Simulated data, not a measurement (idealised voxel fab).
process module | voxel lift off
cross-section cut | 245 nm wide | cells 5 nm
A cross-section is a grid of square cells, given in bands from the top down. A band is one or more rows of cells.
Each band's line starts with the height of the band's top and of its bottom, in nm. Then come its materials from left to right, each with its width in nm. One material with "throughout" fills the band from edge to edge. "air" is empty space.
Height 0 is the level under which the wafer as received is all one material. The lowest band goes on downwards, as in "0 down".
A width such as "30 to 40" changes by the same amount from each row of cells to the next, from the band's top row to its bottom row.
"no change" after a step means that no cell of the cross-section changed.
closed voids: empty space of 8 cells or more with no open way to the top, each as width x height at its distance from the left edge, in nm
after a step's settings: what the simulator itself notes on the step
overlay nm, on a step with a mask: how far to the right of its planned place the mask lay; to the left if negative
plan
1 op RECEIVE | material Si
2 op CONFORMAL_DEP | material SiO2 | thk nm 10
3 op PATTERN | tone open | mask id LINES | material resist | width nm 30 | pitch nm 45 | thk nm 30 | overlay nm 0
4 op DIRECTIONAL_DEP | material Ru | thk nm 15
5 op STRIP | etch materials resist
6 op CONFORMAL_DEP | material SiCN | thk nm 5
as received, after step 1
  0 down: Si throughout
  closed voids: none
first wafer at the end, as planned
  30 to 25: air 55 | SiCN 40 | air 5 | SiCN 40 | air 5 | SiCN 40 | air 60
  25 to 15: air 55 | SiCN 5 | Ru 30 | SiCN 5 | air 5 | SiCN 5 | Ru 30 | SiCN 5 | air 5 | SiCN 5 | Ru 30 | SiCN 5 | air 60
  15 to 10: SiCN 60 | Ru 30 | SiCN 15 | Ru 30 | SiCN 15 | Ru 30 | SiCN 65
  10 to 0: SiO2 throughout
  0 down: Si throughout
  closed voids: none
second wafer at the end: like start, like plan, one mistake
  30 to 25: air 60 | SiCN 30 | air 15 | SiCN 30 | air 15 | SiCN 30 | air 65
  25 to 15: air 60 | SiCN 5 | Ru 20 | SiCN 5 | air 15 | SiCN 5 | Ru 20 | SiCN 5 | air 15 | SiCN 5 | Ru 20 | SiCN 5 | air 65
  15 to 10: SiCN 65 | Ru 20 | SiCN 25 | Ru 20 | SiCN 25 | Ru 20 | SiCN 70
  10 to 0: SiO2 throughout
  0 down: Si throughout
  closed voids: none
what went wrong: step 3 ran as: op PATTERN | tone open | mask id LINES | material resist | width nm 20 | pitch nm 45 | thk nm 30 | overlay nm 0
at the end the second wafer has, in cells: 18 fewer of Ru
